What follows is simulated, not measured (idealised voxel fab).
voxel transistor to metal: a process module
We display cut, a cross-section 300 nm in width whose square cells are each 5 nm.
How to read a cross-section here: the picture is a grid of square cells, written as bands going from the top down, and any band can span one or more rows of cells. A band entry consists of two parts. The first gives the height of the band's top and the height of its bottom, in nm. The rest lists the band's materials from left to right, each with its width in nm. A single material labelled with the word "full width" fills the band from edge to edge, and the word "empty" marks empty space. A quick word on heights: they are counted from 0, and under that level the wafer as it came to us is one material throughout. The lowest band is different from the rest in having no bottom; it simply continues downward, written as in "0..down". Think of "30->40" as a width that walks from the first number to the second as you go down the band, top row to bottom row, taking equal-sized steps from row to row. Take "changes: none" at face value: in the step it is given for, the cross-section changed in none of its cells. Closed empty spaces: empty space of 8 cells or more with no open way to the top, each as width x height at its distance from the left edge, in nm. Note: text after step settings on the step line = simulator remark on that step. The line of a step may include "overlay nm". On a step with a mask, this value is how far to the right of its planned place the mask lay. A negative value means the mask lay to the left.
### Listed below are the process steps as planned
1: RECEIVE | material Si
2: OXIDIZE | depth nm 5
3: CONFORMAL_DEP | material SiN | thk nm 15
4: MASKED_ETCH | tone cover | mask id ACTIVE | width nm 105 | pitch nm 125 | etch materials SiN | depth nm 15 | overlay nm 0
5: MASKED_ETCH | tone cover | mask id ACTIVE | width nm 105 | pitch nm 125 | etch materials SiO2 | depth nm 5 | overlay nm 0
6: MASKED_ETCH | tone cover | mask id ACTIVE | width nm 105 | pitch nm 125 | etch materials Si | depth nm 35 | overlay nm 0
7: FILL_DEP | material SiO2 | thk nm 5
8: CMP | height nm 15
9: SELECTIVE_ETCH | etch materials SiO2 | depth nm 15
10: STRIP | etch materials SiN
11: SELECTIVE_ETCH | etch materials SiO2 | depth nm 5
12: OXIDIZE | depth nm 5
13: DIRECTIONAL_DEP | material polySi | thk nm 20
14: DIRECTIONAL_DEP | material SiCN | thk nm 15
15: MASKED_ETCH | tone cover | mask id GATE | width nm 25 | pitch nm 125 | etch materials SiCN | depth nm 25 | overlay nm 0
16: MASKED_ETCH | tone cover | mask id GATE | width nm 25 | pitch nm 125 | etch materials polySi | depth nm 30 | overlay nm 0
17: CONFORMAL_DEP | material SiN | thk nm 10
18: DIRECTIONAL_ETCH | etch materials SiN | depth nm 10
19: DIRECTIONAL_ETCH | etch materials SiO2 | depth nm 5
20: DIRECTIONAL_ETCH | etch materials Si | depth nm 15
21: EPI | material pSi | thk nm 20
22: FILL_DEP | material SiO2 | thk nm 10
23: CMP | height nm 30
24: DIRECTIONAL_DEP | material SiO2 | thk nm 15
25: PATTERN | tone open | mask id CONTACT | material resist | width nm 15 | thk nm 15 | overlay nm 0
26: DIRECTIONAL_ETCH | etch materials SiO2 | depth nm 35
27: STRIP | etch materials resist
28: CONFORMAL_DEP | material TiN | thk nm 5
29: FILL_DEP | material Ru | thk nm 10
30: CMP | height nm 45
31: CONFORMAL_DEP | material SiCN | thk nm 5
32: DIRECTIONAL_DEP | material lowk | thk nm 20
33: DIRECTIONAL_DEP | material aC | thk nm 10
34: PATTERN | tone open | mask id METAL_1 | material resist | width nm 15 | thk nm 25 | overlay nm 0
35: DIRECTIONAL_ETCH | etch materials aC | depth nm 10
36: STRIP | etch materials resist
37: DIRECTIONAL_ETCH | etch materials lowk | depth nm 20
38: DIRECTIONAL_ETCH | etch materials SiCN | depth nm 5
39: STRIP | etch materials aC
40: CONFORMAL_DEP | material TiN | thk nm 5
41: FILL_DEP | material W | thk nm 10
42: CMP | height nm 70
43: CONFORMAL_DEP | material SiN | thk nm 5
### As-received wafer cross-section (after step 1)
	0..down  Si full width
	Closed empty spaces: none
### Looking at the first of two wafers in cross-section at end of module - ran to plan
	75..70  SiN full width
	70..50  45 lowk | 5 TiN | 5 W | 5 TiN | 55 lowk | 5 TiN | 5 W | 5 TiN | 40 lowk | 5 TiN | 5 W | 5 TiN | 55 lowk | 5 TiN | 5 W | 5 TiN | 45 lowk
	50..45  45 SiCN | 15 TiN | 55 SiCN | 15 TiN | 40 SiCN | 15 TiN | 55 SiCN | 15 TiN | 45 SiCN
	45..30  45 SiO2 | 5 TiN | 5 Ru | 5 TiN | 55 SiO2 | 5 TiN | 5 Ru | 5 TiN | 40 SiO2 | 5 TiN | 5 Ru | 5 TiN | 55 SiO2 | 5 TiN | 5 Ru | 5 TiN | 45 SiO2
	30..15  45 SiO2 | 5 TiN | 5 Ru | 5 TiN | 5 SiO2 | 10 SiN | 25 SiCN | 10 SiN | 5 SiO2 | 5 TiN | 5 Ru | 5 TiN | 40 SiO2 | 5 TiN | 5 Ru | 5 TiN | 5 SiO2 | 10 SiN | 25 SiCN | 10 SiN | 5 SiO2 | 5 TiN | 5 Ru | 5 TiN | 45 SiO2
	15..10  45 SiO2 | 15 TiN | 5 SiO2 | 10 SiN | 25 polySi | 10 SiN | 5 SiO2 | 15 TiN | 40 SiO2 | 15 TiN | 5 SiO2 | 10 SiN | 25 polySi | 10 SiN | 5 SiO2 | 15 TiN | 45 SiO2
	10..-5  45 SiO2 | 20 pSi | 10 SiN | 25 polySi | 10 SiN | 20 pSi | 40 SiO2 | 20 pSi | 10 SiN | 25 polySi | 10 SiN | 20 pSi | 45 SiO2
	-5..-10  30 SiO2 | 35 pSi | 45 SiO2 | 35 pSi | 10 SiO2 | 35 pSi | 45 SiO2 | 35 pSi | 30 SiO2
	-10..-25  35 SiO2 | 30 pSi | 45 Si | 30 pSi | 20 SiO2 | 30 pSi | 45 Si | 30 pSi | 35 SiO2
	-25..-40  35 SiO2 | 105 Si | 20 SiO2 | 105 Si | 35 SiO2
	-40..down  Si full width
	Closed empty spaces: none
### Cross-section, second wafer: same start as the first, same plan as the first, one mistake in running it; taken at the end of the module
	75..70  SiN full width
	70..50  40 W | 5 TiN | 15 lowk | 5 TiN | 45 W | 5 TiN | 15 lowk | 5 TiN | 30 W | 5 TiN | 15 lowk | 5 TiN | 45 W | 5 TiN | 15 lowk | 5 TiN | 40 W
	50..45  45 TiN | 15 SiCN | 55 TiN | 15 SiCN | 40 TiN | 15 SiCN | 55 TiN | 15 SiCN | 45 TiN
	45..30  45 SiO2 | 5 TiN | 5 Ru | 5 TiN | 55 SiO2 | 5 TiN | 5 Ru | 5 TiN | 40 SiO2 | 5 TiN | 5 Ru | 5 TiN | 55 SiO2 | 5 TiN | 5 Ru | 5 TiN | 45 SiO2
	30..15  45 SiO2 | 5 TiN | 5 Ru | 5 TiN | 5 SiO2 | 10 SiN | 25 SiCN | 10 SiN | 5 SiO2 | 5 TiN | 5 Ru | 5 TiN | 40 SiO2 | 5 TiN | 5 Ru | 5 TiN | 5 SiO2 | 10 SiN | 25 SiCN | 10 SiN | 5 SiO2 | 5 TiN | 5 Ru | 5 TiN | 45 SiO2
	15..10  45 SiO2 | 15 TiN | 5 SiO2 | 10 SiN | 25 polySi | 10 SiN | 5 SiO2 | 15 TiN | 40 SiO2 | 15 TiN | 5 SiO2 | 10 SiN | 25 polySi | 10 SiN | 5 SiO2 | 15 TiN | 45 SiO2
	10..-5  45 SiO2 | 20 pSi | 10 SiN | 25 polySi | 10 SiN | 20 pSi | 40 SiO2 | 20 pSi | 10 SiN | 25 polySi | 10 SiN | 20 pSi | 45 SiO2
	-5..-10  30 SiO2 | 35 pSi | 45 SiO2 | 35 pSi | 10 SiO2 | 35 pSi | 45 SiO2 | 35 pSi | 30 SiO2
	-10..-25  35 SiO2 | 30 pSi | 45 Si | 30 pSi | 20 SiO2 | 30 pSi | 45 Si | 30 pSi | 35 SiO2
	-25..-40  35 SiO2 | 105 Si | 20 SiO2 | 105 Si | 35 SiO2
	-40..down  Si full width
	Closed empty spaces: none
Processing error: so step 34 ended up running with a different setting than we planned, it ran as PATTERN | tone cover | mask id METAL_1 | material resist | width nm 15 | thk nm 25 | overlay nm 0
Wrapping up, a cell-based count of both wafers puts the second over or under the first for these materials: 36 fewer of SiCN | 36 more of TiN | 144 more of W | 144 fewer of lowk
